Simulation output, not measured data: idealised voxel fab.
process module | voxel quadruple lines
Square cell edge 5 nm, section width 280 nm, ID cut.
Reading order for cross-sections: top band down to bottom band. Underlying form: a grid of square cells. Band size: one or more rows of cells. First you get the band's top height and its bottom height, in nm, and then the materials it's made of, left to right, with each width in nm. If you see a single material with "everywhere", that one covers the band edge to edge. "blank" is empty space. The reference from which all heights are counted is 0, the level beneath which the as-received wafer is entirely one material; the lowest band, having no lower bound, proceeds downward and is written after the example "0 -> down". So if you see something like "30->40" for the width, read it as the top row of the band sitting at the first number and the bottom row at the second, with every row in between moving by the same amount as the last. It should be understood that the words "no modification", when stated for a given step, signify that the cross-section underwent no change in any of its cells during that step. In the "Enclosed voids" entry, you get each enclosed empty space of 8 cells or more, one with no open way to the top, written width x height at distance, distance from the left edge, in nm. Text after the settings on a step's line: the simulator's own remark on that step. overlay nm: mask offset rightward from planned place, masked step; negative means leftward offset.
Planned step list for the process
1. RECEIVE, material Si
2. CONFORMAL_DEP, material SiO2, thk nm 10
3. DIRECTIONAL_DEP, material W, thk nm 15
4. DIRECTIONAL_DEP, material polySi, thk nm 20
5. DIRECTIONAL_DEP, material aC, thk nm 20
6. PATTERN, tone cover, mask id MANDREL, material resist, width nm 30, thk nm 25, overlay nm 0
7. DIRECTIONAL_ETCH, etch materials aC, depth nm 20
8. STRIP, etch materials resist
9. CONFORMAL_DEP, material SiO2, thk nm 10
10. DIRECTIONAL_ETCH, etch materials SiO2, depth nm 10
11. STRIP, etch materials aC
12. DIRECTIONAL_ETCH, etch materials polySi, depth nm 20
13. STRIP, etch materials SiO2
14. CONFORMAL_DEP, material SiN, thk nm 10
15. DIRECTIONAL_ETCH, etch materials SiN, depth nm 10
16. STRIP, etch materials polySi
17. DIRECTIONAL_ETCH, etch materials W, depth nm 15
18. STRIP, etch materials SiN
Run as planned: first of two wafers
Cross-sectional view of the wafer in its as-received condition, corresponding to the state after step 1
	0 -> down: Si everywhere
	Enclosed voids: none
The following cross-section depicts the wafer upon completion of step 2
	10 -> 0: SiO2 everywhere
	Unchanged below 0.
The following cross-section depicts the wafer upon completion of step 3
	25 -> 10: W everywhere
	Unchanged below 10.
The following cross-section depicts the wafer upon completion of step 4
	45 -> 25: polySi everywhere
	Unchanged below 25.
The following cross-section depicts the wafer upon completion of step 5
	65 -> 45: aC everywhere
	Unchanged below 45.
The following cross-section depicts the wafer upon completion of step 6
	90 -> 65: blank 125, then resist 30, then blank 125
	Unchanged below 65.
The following cross-section depicts the wafer upon completion of step 7
	70 -> 65: blank 125, then resist 30, then blank 125
	65 -> 45: blank 125, then aC 30, then blank 125
	Unchanged below 45.
The following cross-section depicts the wafer upon completion of step 8
	65 -> 45: blank 125, then aC 30, then blank 125
	Unchanged below 45.
The following cross-section depicts the wafer upon completion of step 9
	75 -> 65: blank 115, then SiO2 50, then blank 115
	65 -> 55: blank 115, then SiO2 10, then aC 30, then SiO2 10, then blank 115
	55 -> 45: SiO2 125, then aC 30, then SiO2 125
	Unchanged below 45.
The following cross-section depicts the wafer upon completion of step 10
	65 -> 45: blank 115, then SiO2 10, then aC 30, then SiO2 10, then blank 115
	Unchanged below 45.
The following cross-section depicts the wafer upon completion of step 11
	65 -> 45: blank 115, then SiO2 10, then blank 30, then SiO2 10, then blank 115
	Unchanged below 45.
The following cross-section depicts the wafer upon completion of step 12
	65 -> 45: blank 115, then SiO2 10, then blank 30, then SiO2 10, then blank 115
	45 -> 25: blank 115, then polySi 10, then blank 30, then polySi 10, then blank 115
	Unchanged below 25.
The following cross-section depicts the wafer upon completion of step 13
	45 -> 25: blank 115, then polySi 10, then blank 30, then polySi 10, then blank 115
	Unchanged below 25.
The following cross-section depicts the wafer upon completion of step 14
	55 -> 45: blank 105, then SiN 30, then blank 10, then SiN 30, then blank 105
	45 -> 35: blank 105, then SiN 10, then polySi 10, then SiN 10, then blank 10, then SiN 10, then polySi 10, then SiN 10, then blank 105
	35 -> 25: SiN 115, then polySi 10, then SiN 30, then polySi 10, then SiN 115
	Unchanged below 25.
The following cross-section depicts the wafer upon completion of step 15
	45 -> 25: blank 105, then SiN 10, then polySi 10, then SiN 10, then blank 10, then SiN 10, then polySi 10, then SiN 10, then blank 105
	Unchanged below 25.
The following cross-section depicts the wafer upon completion of step 16
	45 -> 25: blank 105, then SiN 10, then blank 10, then SiN 10, then blank 10, then SiN 10, then blank 10, then SiN 10, then blank 105
	Unchanged below 25.
The following cross-section depicts the wafer upon completion of step 17
	45 -> 25: blank 105, then SiN 10, then blank 10, then SiN 10, then blank 10, then SiN 10, then blank 10, then SiN 10, then blank 105
	25 -> 10: blank 105, then W 10, then blank 10, then W 10, then blank 10, then W 10, then blank 10, then W 10, then blank 105
	Unchanged below 10.
The following cross-section depicts the wafer upon completion of step 18
	25 -> 10: blank 105, then W 10, then blank 10, then W 10, then blank 10, then W 10, then blank 10, then W 10, then blank 105
	Unchanged below 10.
second wafer: like start, like plan, one mistake. Through step 2 it matches the first wafer
At the planned end of step 3, the second wafer in cross-section
	30 -> 10: polySi everywhere
	Unchanged below 10.
At the planned end of step 4, the second wafer in cross-section
	45 -> 30: W everywhere
	Unchanged below 30.
At the planned end of step 5, the second wafer in cross-section
	65 -> 45: aC everywhere
	Unchanged below 45.
At the planned end of step 6, the second wafer in cross-section
	90 -> 65: blank 125, then resist 30, then blank 125
	Unchanged below 65.
At the planned end of step 7, the second wafer in cross-section
	70 -> 65: blank 125, then resist 30, then blank 125
	65 -> 45: blank 125, then aC 30, then blank 125
	Unchanged below 45.
At the planned end of step 8, the second wafer in cross-section
	65 -> 45: blank 125, then aC 30, then blank 125
	Unchanged below 45.
At the planned end of step 9, the second wafer in cross-section
	75 -> 65: blank 115, then SiO2 50, then blank 115
	65 -> 55: blank 115, then SiO2 10, then aC 30, then SiO2 10, then blank 115
	55 -> 45: SiO2 125, then aC 30, then SiO2 125
	Unchanged below 45.
At the planned end of step 10, the second wafer in cross-section
	65 -> 45: blank 115, then SiO2 10, then aC 30, then SiO2 10, then blank 115
	Unchanged below 45.
At the planned end of step 11, the second wafer in cross-section
	65 -> 45: blank 115, then SiO2 10, then blank 30, then SiO2 10, then blank 115
	Unchanged below 45.
At the planned end of step 12, the second wafer in cross-section: no modification
At the planned end of step 13, the second wafer in cross-section
	45 -> 30: W everywhere
	Unchanged below 30.
At the planned end of step 14, the second wafer in cross-section
	55 -> 45: SiN everywhere
	Unchanged below 45.
At the planned end of step 15, the second wafer in cross-section
	45 -> 30: W everywhere
	Unchanged below 30.
At the planned end of step 16, the second wafer in cross-section: no modification
At the planned end of step 17, the second wafer in cross-section
	30 -> 10: polySi everywhere
	Unchanged below 10.
At the planned end of step 18, the second wafer in cross-section: no modification
The plan and the run diverged here: the intended sequence of steps 3 and 4 was reversed during processing, with each occupying the position of the other
FYI, end of process, the second wafer has more or fewer cells of some materials than the first: W: 24 fewer | polySi: 224 more
